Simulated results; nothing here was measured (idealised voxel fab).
This section sets out a process module, namely voxel self aligned contacts.
This is section cut - it's 170 nm across, gridded in 5 nm square cells.
How to read a cross-section here: the picture is a grid of square cells, written as bands going from the top down, and any band can span one or more rows of cells.
Band: top and bottom heights (nm) first, top before bottom; then materials from left to right, widths in nm. "everywhere" marks a sole material filling the band edge to edge. "empty" denotes empty space.
Heights from 0 (as-received wafer is one material below). Bottom band endless downward, as "0 nm and below".
Top row gets the first number, bottom row gets the second, and each row in between changes by the same step: that is how a band width like "30 to 40" works.
"no alteration" after a step means that no cell of the cross-section changed.
Empty spaces counting at least 8 cells and having no open way to the top are listed in "Completely enclosed voids". The notation width x height at distance is used for each, the distance being from the left edge and all three values in nm.
Text after the settings on a step's line: the simulator's own remark on that step.
overlay nm: right-of-plan distance of the mask on a masked step; negative values mean left-of-plan.
Reading guide: pairs of cross-sections, before and after one process step; after view cut off at lowest changed band; step and settings listed under each pair. Pairs may stem from different runs of this module on the same starting wafer; continuity with the pair above only where the "Ahead of processing" entry states it.

AHEAD OF PROCESSING
- 0 nm and below: Si everywhere
- Completely enclosed voids: none

STRUCTURE AFTER STEP
- 0 nm to -5 nm: SiO2 everywhere
- All layers under -5 are left as they were.
- Completely enclosed voids: none
Step between the pre-process and post-process cross-sections given above: OXIDIZE: depth nm 5

Ahead of processing: taken from the pair above, after panel.

STRUCTURE AFTER STEP
- 20 nm to 0 nm: polySi everywhere
- All layers under 0 are left as they were.
- Completely enclosed voids: none
Step between the pre-process and post-process cross-sections given above: DIRECTIONAL_DEP: material polySi, thk nm 20

Ahead of processing: taken from the pair above, after panel.

STRUCTURE AFTER STEP
- 35 nm to 20 nm: SiN everywhere
- All layers under 20 are left as they were.
- Completely enclosed voids: none
Step between the pre-process and post-process cross-sections given above: DIRECTIONAL_DEP: material SiN, thk nm 15

Ahead of processing: taken from the pair above, after panel.

STRUCTURE AFTER STEP
- 45 nm to 35 nm: aC everywhere
- All layers under 35 are left as they were.
- Completely enclosed voids: none
Step between the pre-process and post-process cross-sections given above: DIRECTIONAL_DEP: material aC, thk nm 10

Ahead of processing: taken from the pair above, after panel.

STRUCTURE AFTER STEP
- 70 nm to 45 nm: empty 35, resist 35, empty 30, resist 35, empty 35
- All layers under 45 are left as they were.
- Completely enclosed voids: none
Step between the pre-process and post-process cross-sections given above: PATTERN: tone cover, mask id GATE, material resist, width nm 35, pitch nm 65, thk nm 25, overlay nm 0

Ahead of processing: taken from the pair above, after panel.

STRUCTURE AFTER STEP
- 60 nm to 45 nm: empty 35, resist 35, empty 30, resist 35, empty 35
- 45 nm to 35 nm: empty 35, aC 35, empty 30, aC 35, empty 35
- All layers under 35 are left as they were.
- Completely enclosed voids: none
Step between the pre-process and post-process cross-sections given above: DIRECTIONAL_ETCH: etch materials aC, depth nm 10

Ahead of processing: taken from the pair above, after panel.

STRUCTURE AFTER STEP
- 45 nm to 35 nm: empty 35, aC 35, empty 30, aC 35, empty 35
- All layers under 35 are left as they were.
- Completely enclosed voids: none
Step between the pre-process and post-process cross-sections given above: STRIP: etch materials resist

Ahead of processing: taken from the pair above, after panel.

STRUCTURE AFTER STEP
- 45 nm to 35 nm: empty 35, aC 35, empty 30, aC 35, empty 35
- 35 nm to 20 nm: empty 35, SiN 35, empty 30, SiN 35, empty 35
- All layers under 20 are left as they were.
- Completely enclosed voids: none
Step between the pre-process and post-process cross-sections given above: DIRECTIONAL_ETCH: etch materials SiN, depth nm 15

Ahead of processing: taken from the pair above, after panel.

STRUCTURE AFTER STEP
- 45 nm to 35 nm: empty 35, aC 35, empty 30, aC 35, empty 35
- 35 nm to 20 nm: empty 35, SiN 35, empty 30, SiN 35, empty 35
- 20 nm to 0 nm: empty 35, polySi 35, empty 30, polySi 35, empty 35
- All layers under 0 are left as they were.
- Completely enclosed voids: none
Step between the pre-process and post-process cross-sections given above: DIRECTIONAL_ETCH: etch materials polySi, depth nm 20

Ahead of processing: taken from the pair above, after panel.

STRUCTURE AFTER STEP
- 35 nm to 20 nm: empty 35, SiN 35, empty 30, SiN 35, empty 35
- All layers under 20 are left as they were.
- Completely enclosed voids: none
Step between the pre-process and post-process cross-sections given above: STRIP: etch materials aC

Ahead of processing: taken from the pair above, after panel.

STRUCTURE AFTER STEP
- 40 nm to 20 nm: empty 30, SiN 45, empty 20, SiN 45, empty 30
- 20 nm to 5 nm: empty 30, SiN 5, polySi 35, SiN 5, empty 20, SiN 5, polySi 35, SiN 5, empty 30
- 5 nm to 0 nm: SiN 35, polySi 35, SiN 30, polySi 35, SiN 35
- All layers under 0 are left as they were.
- Completely enclosed voids: none
Step between the pre-process and post-process cross-sections given above: CONFORMAL_DEP: material SiN, thk nm 5

Ahead of processing: taken from the pair above, after panel.

STRUCTURE AFTER STEP
- 35 nm to 20 nm: empty 30, SiN 45, empty 20, SiN 45, empty 30
- 20 nm to 0 nm: empty 30, SiN 5, polySi 35, SiN 5, empty 20, SiN 5, polySi 35, SiN 5, empty 30
- All layers under 0 are left as they were.
- Completely enclosed voids: none
Step between the pre-process and post-process cross-sections given above: DIRECTIONAL_ETCH: etch materials SiN, depth nm 5

Ahead of processing: taken from the pair above, after panel.

STRUCTURE AFTER STEP
- 50 nm to 35 nm: SiO2 everywhere
- 35 nm to 20 nm: SiO2 30, SiN 45, SiO2 20, SiN 45, SiO2 30
- 20 nm to 0 nm: SiO2 30, SiN 5, polySi 35, SiN 5, SiO2 20, SiN 5, polySi 35, SiN 5, SiO2 30
- All layers under 0 are left as they were.
- Completely enclosed voids: none
Step between the pre-process and post-process cross-sections given above: FILL_DEP: material SiO2, thk nm 15

Ahead of processing: taken from the pair above, after panel.

STRUCTURE AFTER STEP
- 40 nm to 35 nm: SiO2 everywhere
- All layers under 35 are left as they were.
- Completely enclosed voids: none
Step between the pre-process and post-process cross-sections given above: CMP: height nm 40

Ahead of processing: taken from the pair above, after panel.

STRUCTURE AFTER STEP
- 55 nm to 40 nm: aC everywhere
- All layers under 40 are left as they were.
- Completely enclosed voids: none
Step between the pre-process and post-process cross-sections given above: DIRECTIONAL_DEP: material aC, thk nm 15

Ahead of processing: taken from the pair above, after panel.

STRUCTURE AFTER STEP
- 85 nm to 55 nm: resist 60, empty 50, resist 60
- All layers under 55 are left as they were.
- Completely enclosed voids: none
Step between the pre-process and post-process cross-sections given above: PATTERN: tone open, mask id CONTACT, material resist, width nm 50, thk nm 30, overlay nm 0

Ahead of processing: taken from the pair above, after panel.

STRUCTURE AFTER STEP
- 70 nm to 55 nm: resist 60, empty 50, resist 60
- 55 nm to 40 nm: aC 60, empty 50, aC 60
- All layers under 40 are left as they were.
- Completely enclosed voids: none
Step between the pre-process and post-process cross-sections given above: DIRECTIONAL_ETCH: etch materials aC, depth nm 15

Ahead of processing: taken from the pair above, after panel.

STRUCTURE AFTER STEP
- 55 nm to 40 nm: aC 60, empty 50, aC 60
- All layers under 40 are left as they were.
- Completely enclosed voids: none
Step between the pre-process and post-process cross-sections given above: STRIP: etch materials resist

Ahead of processing: taken from the pair above, after panel.

STRUCTURE AFTER STEP
- 55 nm to 40 nm: aC 60, empty 50, aC 60
- 40 nm to 35 nm: SiO2 60, empty 50, SiO2 60
- 35 nm to 20 nm: SiO2 30, SiN 45, empty 20, SiN 45, SiO2 30
- 20 nm to 0 nm: SiO2 30, SiN 5, polySi 35, SiN 5, empty 20, SiN 5, polySi 35, SiN 5, SiO2 30
- 0 nm to -5 nm: SiO2 75, empty 20, SiO2 75
- All layers under -5 are left as they were.
- Completely enclosed voids: none
Step between the pre-process and post-process cross-sections given above: DIRECTIONAL_ETCH: etch materials SiO2, depth nm 45

Ahead of processing: taken from the pair above, after panel.

STRUCTURE AFTER STEP
- 40 nm to 35 nm: SiO2 60, empty 50, SiO2 60
- All layers under 35 are left as they were.
- Completely enclosed voids: none
Step between the pre-process and post-process cross-sections given above: STRIP: etch materials aC

Ahead of processing: taken from the pair above, after panel.

STRUCTURE AFTER STEP
- 45 nm to 40 nm: TiN 65, empty 40, TiN 65
- 40 nm to 35 nm: SiO2 60, TiN 20, empty 10, TiN 20, SiO2 60
- 35 nm to 20 nm: SiO2 30, SiN 45, TiN 5, empty 10, TiN 5, SiN 45, SiO2 30
- 20 nm to 0 nm: SiO2 30, SiN 5, polySi 35, SiN 5, TiN 5, empty 10, TiN 5, SiN 5, polySi 35, SiN 5, SiO2 30
- 0 nm to -5 nm: SiO2 75, TiN 20, SiO2 75
- All layers under -5 are left as they were.
- Completely enclosed voids: none
Step between the pre-process and post-process cross-sections given above: CONFORMAL_DEP: material TiN, thk nm 5

Ahead of processing: taken from the pair above, after panel.

STRUCTURE AFTER STEP
- 55 nm to 45 nm: W everywhere
- 45 nm to 40 nm: TiN 65, W 40, TiN 65
- 40 nm to 35 nm: SiO2 60, TiN 20, W 10, TiN 20, SiO2 60
- 35 nm to 20 nm: SiO2 30, SiN 45, TiN 5, W 10, TiN 5, SiN 45, SiO2 30
- 20 nm to 0 nm: SiO2 30, SiN 5, polySi 35, SiN 5, TiN 5, W 10, TiN 5, SiN 5, polySi 35, SiN 5, SiO2 30
- All layers under 0 are left as they were.
- Completely enclosed voids: none
Step between the pre-process and post-process cross-sections given above: FILL_DEP: material W, thk nm 10

Ahead of processing: taken from the pair above, after panel.

STRUCTURE AFTER STEP
- 40 nm to 35 nm: SiO2 60, TiN 20, W 10, TiN 20, SiO2 60
- All layers under 35 are left as they were.
- Completely enclosed voids: none
Step between the pre-process and post-process cross-sections given above: CMP: height nm 40

Ahead of processing: taken from the pair above, after panel.

STRUCTURE AFTER STEP
- 45 nm to 40 nm: SiCN everywhere
- All layers under 40 are left as they were.
- Completely enclosed voids: none
Step between the pre-process and post-process cross-sections given above: CONFORMAL_DEP: material SiCN, thk nm 5

AHEAD OF PROCESSING
- 35 nm to 20 nm: empty 35, SiN 35, empty 30, SiN 35, empty 35
- 20 nm to 0 nm: empty 35, polySi 35, empty 30, polySi 35, empty 35
- 0 nm to -5 nm: SiO2 everywhere
- -5 nm and below: Si everywhere
- Completely enclosed voids: none

STRUCTURE AFTER STEP
- 30 nm to 20 nm: empty 35, SiN 35, empty 30, SiN 35, empty 35
- All layers under 20 are left as they were.
- Completely enclosed voids: none
Step between the pre-process and post-process cross-sections given above: DIRECTIONAL_ETCH: etch materials SiN, depth nm 5

Ahead of processing: taken from the pair above, after panel.

STRUCTURE AFTER STEP
- 45 nm to 30 nm: SiO2 everywhere
- 30 nm to 20 nm: SiO2 35, SiN 35, SiO2 30, SiN 35, SiO2 35
- 20 nm to 0 nm: SiO2 35, polySi 35, SiO2 30, polySi 35, SiO2 35
- All layers under 0 are left as they were.
- Completely enclosed voids: none
Step between the pre-process and post-process cross-sections given above: FILL_DEP: material SiO2, thk nm 15

Ahead of processing: taken from the pair above, after panel.

STRUCTURE AFTER STEP
- 40 nm to 30 nm: SiO2 everywhere
- All layers under 30 are left as they were.
- Completely enclosed voids: none
Step between the pre-process and post-process cross-sections given above: CMP: height nm 40

Ahead of processing: taken from the pair above, after panel.

STRUCTURE AFTER STEP
- 55 nm to 40 nm: aC everywhere
- All layers under 40 are left as they were.
- Completely enclosed voids: none
Step between the pre-process and post-process cross-sections given above: DIRECTIONAL_DEP: material aC, thk nm 15

Ahead of processing: taken from the pair above, after panel.

STRUCTURE AFTER STEP
- 85 nm to 55 nm: resist 60, empty 50, resist 60
- All layers under 55 are left as they were.
- Completely enclosed voids: none
Step between the pre-process and post-process cross-sections given above: PATTERN: tone open, mask id CONTACT, material resist, width nm 50, thk nm 30, overlay nm 0

Ahead of processing: taken from the pair above, after panel.

STRUCTURE AFTER STEP
- 70 nm to 55 nm: resist 60, empty 50, resist 60
- 55 nm to 40 nm: aC 60, empty 50, aC 60
- All layers under 40 are left as they were.
- Completely enclosed voids: none
Step between the pre-process and post-process cross-sections given above: DIRECTIONAL_ETCH: etch materials aC, depth nm 15

Ahead of processing: taken from the pair above, after panel.

STRUCTURE AFTER STEP
- 55 nm to 40 nm: aC 60, empty 50, aC 60
- All layers under 40 are left as they were.
- Completely enclosed voids: none
Step between the pre-process and post-process cross-sections given above: STRIP: etch materials resist

Ahead of processing: taken from the pair above, after panel.

STRUCTURE AFTER STEP
- 55 nm to 40 nm: aC 60, empty 50, aC 60
- 40 nm to 30 nm: SiO2 60, empty 50, SiO2 60
- 30 nm to 20 nm: SiO2 35, SiN 35, empty 30, SiN 35, SiO2 35
- 20 nm to 0 nm: SiO2 35, polySi 35, empty 30, polySi 35, SiO2 35
- 0 nm to -5 nm: SiO2 70, empty 30, SiO2 70
- All layers under -5 are left as they were.
- Completely enclosed voids: none
Step between the pre-process and post-process cross-sections given above: DIRECTIONAL_ETCH: etch materials SiO2, depth nm 45

Ahead of processing: taken from the pair above, after panel.

STRUCTURE AFTER STEP
- 40 nm to 30 nm: SiO2 60, empty 50, SiO2 60
- All layers under 30 are left as they were.
- Completely enclosed voids: none
Step between the pre-process and post-process cross-sections given above: STRIP: etch materials aC

Ahead of processing: taken from the pair above, after panel.

STRUCTURE AFTER STEP
- 45 nm to 40 nm: TiN 65, empty 40, TiN 65
- 40 nm to 30 nm: SiO2 60, TiN 5 to 15, empty 40 to 20, TiN 5 to 15, SiO2 60
- 30 nm to 20 nm: SiO2 35, SiN 35, TiN 5, empty 20, TiN 5, SiN 35, SiO2 35
- 20 nm to 0 nm: SiO2 35, polySi 35, TiN 5, empty 20, TiN 5, polySi 35, SiO2 35
- 0 nm to -5 nm: SiO2 70, TiN 30, SiO2 70
- All layers under -5 are left as they were.
- Completely enclosed voids: none
Step between the pre-process and post-process cross-sections given above: CONFORMAL_DEP: material TiN, thk nm 5

Ahead of processing: taken from the pair above, after panel.

STRUCTURE AFTER STEP
- 55 nm to 45 nm: W everywhere
- 45 nm to 40 nm: TiN 65, W 40, TiN 65
- 40 nm to 30 nm: SiO2 60, TiN 5 to 15, W 40 to 20, TiN 5 to 15, SiO2 60
- 30 nm to 20 nm: SiO2 35, SiN 35, TiN 5, W 20, TiN 5, SiN 35, SiO2 35
- 20 nm to 0 nm: SiO2 35, polySi 35, TiN 5, W 20, TiN 5, polySi 35, SiO2 35
- All layers under 0 are left as they were.
- Completely enclosed voids: none
Step between the pre-process and post-process cross-sections given above: FILL_DEP: material W, thk nm 10

Ahead of processing: taken from the pair above, after panel.

STRUCTURE AFTER STEP
- 40 nm to 30 nm: SiO2 60, TiN 5 to 15, W 40 to 20, TiN 5 to 15, SiO2 60
- All layers under 30 are left as they were.
- Completely enclosed voids: none
Step between the pre-process and post-process cross-sections given above: CMP: height nm 40

Ahead of processing: taken from the pair above, after panel.

STRUCTURE AFTER STEP
- 45 nm to 40 nm: SiCN everywhere
- All layers under 40 are left as they were.
- Completely enclosed voids: none
Step between the pre-process and post-process cross-sections given above: CONFORMAL_DEP: material SiCN, thk nm 5

AHEAD OF PROCESSING
- 35 nm to 20 nm: SiN everywhere
- 20 nm to 0 nm: polySi everywhere
- 0 nm to -5 nm: SiO2 everywhere
- -5 nm and below: Si everywhere
- Completely enclosed voids: none

STRUCTURE AFTER STEP
- 50 nm to 20 nm: SiN everywhere
- All layers under 20 are left as they were.
- Completely enclosed voids: none
Step between the pre-process and post-process cross-sections given above: DIRECTIONAL_DEP: material SiN, thk nm 15

Ahead of processing: taken from the pair above, after panel.

STRUCTURE AFTER STEP
- 60 nm to 50 nm: aC everywhere
- All layers under 50 are left as they were.
- Completely enclosed voids: none
Step between the pre-process and post-process cross-sections given above: DIRECTIONAL_DEP: material aC, thk nm 10

Ahead of processing: taken from the pair above, after panel.

STRUCTURE AFTER STEP
- 85 nm to 60 nm: empty 35, resist 35, empty 30, resist 35, empty 35
- All layers under 60 are left as they were.
- Completely enclosed voids: none
Step between the pre-process and post-process cross-sections given above: PATTERN: tone cover, mask id GATE, material resist, width nm 35, pitch nm 65, thk nm 25, overlay nm 0

Ahead of processing: taken from the pair above, after panel.

STRUCTURE AFTER STEP
- 75 nm to 60 nm: empty 35, resist 35, empty 30, resist 35, empty 35
- 60 nm to 50 nm: empty 35, aC 35, empty 30, aC 35, empty 35
- All layers under 50 are left as they were.
- Completely enclosed voids: none
Step between the pre-process and post-process cross-sections given above: DIRECTIONAL_ETCH: etch materials aC, depth nm 10

Ahead of processing: taken from the pair above, after panel.

STRUCTURE AFTER STEP
- 60 nm to 50 nm: empty 35, aC 35, empty 30, aC 35, empty 35
- All layers under 50 are left as they were.
- Completely enclosed voids: none
Step between the pre-process and post-process cross-sections given above: STRIP: etch materials resist

Ahead of processing: taken from the pair above, after panel.

STRUCTURE AFTER STEP
- 60 nm to 50 nm: empty 35, aC 35, empty 30, aC 35, empty 35
- 50 nm to 35 nm: empty 35, SiN 35, empty 30, SiN 35, empty 35
- All layers under 35 are left as they were.
- Completely enclosed voids: none
Step between the pre-process and post-process cross-sections given above: DIRECTIONAL_ETCH: etch materials SiN, depth nm 15

Ahead of processing: taken from the pair above, after panel.

STRUCTURE AFTER STEP
- 50 nm to 35 nm: empty 35, SiN 35, empty 30, SiN 35, empty 35
- All layers under 35 are left as they were.
- Completely enclosed voids: none
Step between the pre-process and post-process cross-sections given above: STRIP: etch materials aC

Ahead of processing: taken from the pair above, after panel.

STRUCTURE AFTER STEP
- 55 nm to 40 nm: empty 30, SiN 45, empty 20, SiN 45, empty 30
- 40 nm to 20 nm: SiN everywhere
- All layers under 20 are left as they were.
- Completely enclosed voids: none
Step between the pre-process and post-process cross-sections given above: CONFORMAL_DEP: material SiN, thk nm 5

Ahead of processing: taken from the pair above, after panel.

STRUCTURE AFTER STEP
- 50 nm to 35 nm: empty 30, SiN 45, empty 20, SiN 45, empty 30
- All layers under 35 are left as they were.
- Completely enclosed voids: none
Step between the pre-process and post-process cross-sections given above: DIRECTIONAL_ETCH: etch materials SiN, depth nm 5

Ahead of processing: taken from the pair above, after panel.

STRUCTURE AFTER STEP
- 65 nm to 50 nm: SiO2 everywhere
- 50 nm to 35 nm: SiO2 30, SiN 45, SiO2 20, SiN 45, SiO2 30
- All layers under 35 are left as they were.
- Completely enclosed voids: none
Step between the pre-process and post-process cross-sections given above: FILL_DEP: material SiO2, thk nm 15

Ahead of processing: taken from the pair above, after panel.

STRUCTURE AFTER STEP
- 40 nm to 35 nm: SiO2 30, SiN 45, SiO2 20, SiN 45, SiO2 30
- All layers under 35 are left as they were.
- Completely enclosed voids: none
Step between the pre-process and post-process cross-sections given above: CMP: height nm 40

Ahead of processing: taken from the pair above, after panel.

STRUCTURE AFTER STEP
- 55 nm to 40 nm: aC everywhere
- All layers under 40 are left as they were.
- Completely enclosed voids: none
Step between the pre-process and post-process cross-sections given above: DIRECTIONAL_DEP: material aC, thk nm 15

Ahead of processing: taken from the pair above, after panel.

STRUCTURE AFTER STEP
- 85 nm to 55 nm: resist 60, empty 50, resist 60
- All layers under 55 are left as they were.
- Completely enclosed voids: none
Step between the pre-process and post-process cross-sections given above: PATTERN: tone open, mask id CONTACT, material resist, width nm 50, thk nm 30, overlay nm 0

Ahead of processing: taken from the pair above, after panel.

STRUCTURE AFTER STEP
- 70 nm to 55 nm: resist 60, empty 50, resist 60
- 55 nm to 40 nm: aC 60, empty 50, aC 60
- All layers under 40 are left as they were.
- Completely enclosed voids: none
Step between the pre-process and post-process cross-sections given above: DIRECTIONAL_ETCH: etch materials aC, depth nm 15

Ahead of processing: taken from the pair above, after panel.

STRUCTURE AFTER STEP
- 55 nm to 40 nm: aC 60, empty 50, aC 60
- All layers under 40 are left as they were.
- Completely enclosed voids: none
Step between the pre-process and post-process cross-sections given above: STRIP: etch materials resist

Ahead of processing: taken from the pair above, after panel.

STRUCTURE AFTER STEP
- 55 nm to 40 nm: aC 60, empty 50, aC 60
- 40 nm to 35 nm: SiO2 30, SiN 45, empty 20, SiN 45, SiO2 30
- All layers under 35 are left as they were.
- Completely enclosed voids: none
Step between the pre-process and post-process cross-sections given above: DIRECTIONAL_ETCH: etch materials SiO2, depth nm 45

Ahead of processing: taken from the pair above, after panel.

STRUCTURE AFTER STEP
- 40 nm to 35 nm: SiO2 30, SiN 45, empty 20, SiN 45, SiO2 30
- All layers under 35 are left as they were.
- Completely enclosed voids: none
Step between the pre-process and post-process cross-sections given above: STRIP: etch materials aC

Ahead of processing: taken from the pair above, after panel.

STRUCTURE AFTER STEP
- 45 nm to 40 nm: TiN 80, empty 10, TiN 80
- 40 nm to 35 nm: SiO2 30, SiN 45, TiN 20, SiN 45, SiO2 30
- All layers under 35 are left as they were.
- Completely enclosed voids: none
Step between the pre-process and post-process cross-sections given above: CONFORMAL_DEP: material TiN, thk nm 5

Ahead of processing: taken from the pair above, after panel.

STRUCTURE AFTER STEP
- 55 nm to 45 nm: W everywhere
- 45 nm to 40 nm: TiN 80, W 10, TiN 80
- All layers under 40 are left as they were.
- Completely enclosed voids: none
Step between the pre-process and post-process cross-sections given above: FILL_DEP: material W, thk nm 10

Ahead of processing: taken from the pair above, after panel.

STRUCTURE AFTER STEP
- 40 nm to 35 nm: SiO2 30, SiN 45, TiN 20, SiN 45, SiO2 30
- All layers under 35 are left as they were.
- Completely enclosed voids: none
Step between the pre-process and post-process cross-sections given above: CMP: height nm 40

Ahead of processing: taken from the pair above, after panel.

STRUCTURE AFTER STEP
- 45 nm to 40 nm: SiCN everywhere
- All layers under 40 are left as they were.
- Completely enclosed voids: none
Step between the pre-process and post-process cross-sections given above: CONFORMAL_DEP: material SiCN, thk nm 5

AHEAD OF PROCESSING
- 30 nm to 20 nm: empty 35, SiN 35, empty 30, SiN 35, empty 35
- 20 nm to 0 nm: empty 35, polySi 35, empty 30, polySi 35, empty 35
- 0 nm to -5 nm: SiO2 everywhere
- -5 nm and below: Si everywhere
- Completely enclosed voids: none

STRUCTURE AFTER STEP
- 35 nm to 20 nm: empty 30, SiN 45, empty 20, SiN 45, empty 30
- 20 nm to 5 nm: empty 30, SiN 5, polySi 35, SiN 5, empty 20, SiN 5, polySi 35, SiN 5, empty 30
- 5 nm to 0 nm: SiN 35, polySi 35, SiN 30, polySi 35, SiN 35
- All layers under 0 are left as they were.
- Completely enclosed voids: none
Step between the pre-process and post-process cross-sections given above: CONFORMAL_DEP: material SiN, thk nm 5

Ahead of processing: taken from the pair above, after panel.

STRUCTURE AFTER STEP
- 50 nm to 35 nm: SiO2 everywhere
- 35 nm to 20 nm: SiO2 30, SiN 45, SiO2 20, SiN 45, SiO2 30
- 20 nm to 5 nm: SiO2 30, SiN 5, polySi 35, SiN 5, SiO2 20, SiN 5, polySi 35, SiN 5, SiO2 30
- All layers under 5 are left as they were.
- Completely enclosed voids: none
Step between the pre-process and post-process cross-sections given above: FILL_DEP: material SiO2, thk nm 15

Ahead of processing: taken from the pair above, after panel.

STRUCTURE AFTER STEP
- 40 nm to 35 nm: SiO2 everywhere
- All layers under 35 are left as they were.
- Completely enclosed voids: none
Step between the pre-process and post-process cross-sections given above: CMP: height nm 40

Ahead of processing: taken from the pair above, after panel.

STRUCTURE AFTER STEP
- 55 nm to 40 nm: aC everywhere
- All layers under 40 are left as they were.
- Completely enclosed voids: none
Step between the pre-process and post-process cross-sections given above: DIRECTIONAL_DEP: material aC, thk nm 15

Ahead of processing: taken from the pair above, after panel.

STRUCTURE AFTER STEP
- 85 nm to 55 nm: resist 60, empty 50, resist 60
- All layers under 55 are left as they were.
- Completely enclosed voids: none
Step between the pre-process and post-process cross-sections given above: PATTERN: tone open, mask id CONTACT, material resist, width nm 50, thk nm 30, overlay nm 0

Ahead of processing: taken from the pair above, after panel.

STRUCTURE AFTER STEP
- 70 nm to 55 nm: resist 60, empty 50, resist 60
- 55 nm to 40 nm: aC 60, empty 50, aC 60
- All layers under 40 are left as they were.
- Completely enclosed voids: none
Step between the pre-process and post-process cross-sections given above: DIRECTIONAL_ETCH: etch materials aC, depth nm 15

Ahead of processing: taken from the pair above, after panel.

STRUCTURE AFTER STEP
- 55 nm to 40 nm: aC 60, empty 50, aC 60
- All layers under 40 are left as they were.
- Completely enclosed voids: none
Step between the pre-process and post-process cross-sections given above: STRIP: etch materials resist

Ahead of processing: taken from the pair above, after panel.

STRUCTURE AFTER STEP
- 55 nm to 40 nm: aC 60, empty 50, aC 60
- 40 nm to 35 nm: SiO2 60, empty 50, SiO2 60
- 35 nm to 20 nm: SiO2 30, SiN 45, empty 20, SiN 45, SiO2 30
- 20 nm to 5 nm: SiO2 30, SiN 5, polySi 35, SiN 5, empty 20, SiN 5, polySi 35, SiN 5, SiO2 30
- All layers under 5 are left as they were.
- Completely enclosed voids: none
Step between the pre-process and post-process cross-sections given above: DIRECTIONAL_ETCH: etch materials SiO2, depth nm 45

Ahead of processing: taken from the pair above, after panel.

STRUCTURE AFTER STEP
- 40 nm to 35 nm: SiO2 60, empty 50, SiO2 60
- All layers under 35 are left as they were.
- Completely enclosed voids: none
Step between the pre-process and post-process cross-sections given above: STRIP: etch materials aC

Ahead of processing: taken from the pair above, after panel.

STRUCTURE AFTER STEP
- 45 nm to 40 nm: TiN 65, empty 40, TiN 65
- 40 nm to 35 nm: SiO2 60, TiN 20, empty 10, TiN 20, SiO2 60
- 35 nm to 20 nm: SiO2 30, SiN 45, TiN 5, empty 10, TiN 5, SiN 45, SiO2 30
- 20 nm to 10 nm: SiO2 30, SiN 5, polySi 35, SiN 5, TiN 5, empty 10, TiN 5, SiN 5, polySi 35, SiN 5, SiO2 30
- 10 nm to 5 nm: SiO2 30, SiN 5, polySi 35, SiN 5, TiN 20, SiN 5, polySi 35, SiN 5, SiO2 30
- All layers under 5 are left as they were.
- Completely enclosed voids: none
Step between the pre-process and post-process cross-sections given above: CONFORMAL_DEP: material TiN, thk nm 5

Ahead of processing: taken from the pair above, after panel.

STRUCTURE AFTER STEP
- 55 nm to 45 nm: W everywhere
- 45 nm to 40 nm: TiN 65, W 40, TiN 65
- 40 nm to 35 nm: SiO2 60, TiN 20, W 10, TiN 20, SiO2 60
- 35 nm to 20 nm: SiO2 30, SiN 45, TiN 5, W 10, TiN 5, SiN 45, SiO2 30
- 20 nm to 10 nm: SiO2 30, SiN 5, polySi 35, SiN 5, TiN 5, W 10, TiN 5, SiN 5, polySi 35, SiN 5, SiO2 30
- All layers under 10 are left as they were.
- Completely enclosed voids: none
Step between the pre-process and post-process cross-sections given above: FILL_DEP: material W, thk nm 10

Ahead of processing: taken from the pair above, after panel.

STRUCTURE AFTER STEP
- 40 nm to 35 nm: SiO2 60, TiN 20, W 10, TiN 20, SiO2 60
- All layers under 35 are left as they were.
- Completely enclosed voids: none
Step between the pre-process and post-process cross-sections given above: CMP: height nm 40

Ahead of processing: taken from the pair above, after panel.

STRUCTURE AFTER STEP
- 45 nm to 40 nm: SiCN everywhere
- All layers under 40 are left as they were.
- Completely enclosed voids: none
Step between the pre-process and post-process cross-sections given above: CONFORMAL_DEP: material SiCN, thk nm 5

AHEAD OF PROCESSING
- 0 nm and below: Si everywhere
- Completely enclosed voids: none

STRUCTURE AFTER STEP
- 0 nm to -15 nm: SiO2 everywhere
- All layers under -15 are left as they were.
- Completely enclosed voids: none
Step between the pre-process and post-process cross-sections given above: OXIDIZE: depth nm 15

Ahead of processing: taken from the pair above, after panel.

STRUCTURE AFTER STEP
- 20 nm to 0 nm: polySi everywhere
- All layers under 0 are left as they were.
- Completely enclosed voids: none
Step between the pre-process and post-process cross-sections given above: DIRECTIONAL_DEP: material polySi, thk nm 20

Ahead of processing: taken from the pair above, after panel.

STRUCTURE AFTER STEP
- 35 nm to 20 nm: SiN everywhere
- All layers under 20 are left as they were.
- Completely enclosed voids: none
Step between the pre-process and post-process cross-sections given above: DIRECTIONAL_DEP: material SiN, thk nm 15

Ahead of processing: taken from the pair above, after panel.

STRUCTURE AFTER STEP
- 45 nm to 35 nm: aC everywhere
- All layers under 35 are left as they were.
- Completely enclosed voids: none
Step between the pre-process and post-process cross-sections given above: DIRECTIONAL_DEP: material aC, thk nm 10

Ahead of processing: taken from the pair above, after panel.

STRUCTURE AFTER STEP
- 70 nm to 45 nm: empty 35, resist 35, empty 30, resist 35, empty 35
- All layers under 45 are left as they were.
- Completely enclosed voids: none
Step between the pre-process and post-process cross-sections given above: PATTERN: tone cover, mask id GATE, material resist, width nm 35, pitch nm 65, thk nm 25, overlay nm 0

Ahead of processing: taken from the pair above, after panel.

STRUCTURE AFTER STEP
- 60 nm to 45 nm: empty 35, resist 35, empty 30, resist 35, empty 35
- 45 nm to 35 nm: empty 35, aC 35, empty 30, aC 35, empty 35
- All layers under 35 are left as they were.
- Completely enclosed voids: none
Step between the pre-process and post-process cross-sections given above: DIRECTIONAL_ETCH: etch materials aC, depth nm 10

Ahead of processing: taken from the pair above, after panel.

STRUCTURE AFTER STEP
- 45 nm to 35 nm: empty 35, aC 35, empty 30, aC 35, empty 35
- All layers under 35 are left as they were.
- Completely enclosed voids: none
Step between the pre-process and post-process cross-sections given above: STRIP: etch materials resist

Ahead of processing: taken from the pair above, after panel.

STRUCTURE AFTER STEP
- 45 nm to 35 nm: empty 35, aC 35, empty 30, aC 35, empty 35
- 35 nm to 20 nm: empty 35, SiN 35, empty 30, SiN 35, empty 35
- All layers under 20 are left as they were.
- Completely enclosed voids: none
Step between the pre-process and post-process cross-sections given above: DIRECTIONAL_ETCH: etch materials SiN, depth nm 15

Ahead of processing: taken from the pair above, after panel.

STRUCTURE AFTER STEP
- 45 nm to 35 nm: empty 35, aC 35, empty 30, aC 35, empty 35
- 35 nm to 20 nm: empty 35, SiN 35, empty 30, SiN 35, empty 35
- 20 nm to 0 nm: empty 35, polySi 35, empty 30, polySi 35, empty 35
- All layers under 0 are left as they were.
- Completely enclosed voids: none
Step between the pre-process and post-process cross-sections given above: DIRECTIONAL_ETCH: etch materials polySi, depth nm 20

Ahead of processing: taken from the pair above, after panel.

STRUCTURE AFTER STEP
- 35 nm to 20 nm: empty 35, SiN 35, empty 30, SiN 35, empty 35
- All layers under 20 are left as they were.
- Completely enclosed voids: none
Step between the pre-process and post-process cross-sections given above: STRIP: etch materials aC
